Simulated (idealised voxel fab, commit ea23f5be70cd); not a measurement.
The document below concerns the process module designated voxel spacer lines.
Each square cell in cross-section cut measures 5 nm, and the section as a whole is 225 nm wide.
Cross-section, as written here: a square-cell grid given band by band from the top down, where a band holds one or more rows of cells.
Quick guide to a band line: top height, bottom height (nm) up front; then every material left to right with its width in nm. Only one material and it's marked "everywhere"? Then it fills the band edge to edge. And "empty" just means empty space.
Measure heights from 0. That's the level where, below it, the as-received wafer is all one material. The lowest band is bottomless and extends downward; write it as in "z 0 and below".
With a width like "30..40", each row of cells in the band differs from the next by the same amount, the top row carrying the first number and the bottom row the second.
It should be understood that the words "remained unchanged", when stated for a given step, signify that the cross-section underwent no change in any of its cells during that step.
The entry "Closed void roster" lists the empty spaces that cover at least 8 cells and have no open path to the top. Each is written as width x height at distance, where the distance is measured from the left edge and all three values are in nm.
Where a step's line continues beyond its settings, the continuation is a remark by the simulator itself on that step.
When a step includes a mask, the "overlay nm" setting on its line states how far to the right of its planned place that mask lay, and negative values state how far to the left.

-- The following list gives the planned process steps
1. RECEIVE (material Si)
2. CONFORMAL_DEP (material SiO2; thk nm 5)
3. DIRECTIONAL_DEP (material TiN; thk nm 20)
4. DIRECTIONAL_DEP (material polySi; thk nm 25)
5. PATTERN (tone cover; mask id MANDREL; material resist; width nm 15; pitch nm 50; thk nm 35; overlay nm 0)
6. DIRECTIONAL_ETCH (etch materials polySi; depth nm 25)
7. STRIP (etch materials resist)
8. CONFORMAL_DEP (material SiN; thk nm 10)
9. DIRECTIONAL_ETCH (etch materials SiN; depth nm 10)
10. STRIP (etch materials polySi)
11. DIRECTIONAL_ETCH (etch materials TiN; depth nm 10)
12. STRIP (etch materials SiN)
Wafer-to-wafer difference: depth nm, step 11. Common start. Plan = first wafer's value.

-- Cross-section, first of several wafers, as delivered after step 1
- z 0 and below  Si everywhere
- Closed void roster: none

-- wafer rows; end of module; cells per material since receipt: (+) gained, (-) lost; then closed voids
depth nm 10 | +45 SiO2 | +114 TiN | Closed void roster: none
depth nm 15 | +45 SiO2 | +81 TiN | Closed void roster: none
depth nm 20 | +45 SiO2 | +48 TiN | Closed void roster: none
depth nm 25 | +45 SiO2 | +48 TiN | Closed void roster: none
depth nm 30 | +45 SiO2 | +48 TiN | Closed void roster: none
depth nm 35 | +45 SiO2 | +48 TiN | Closed void roster: none
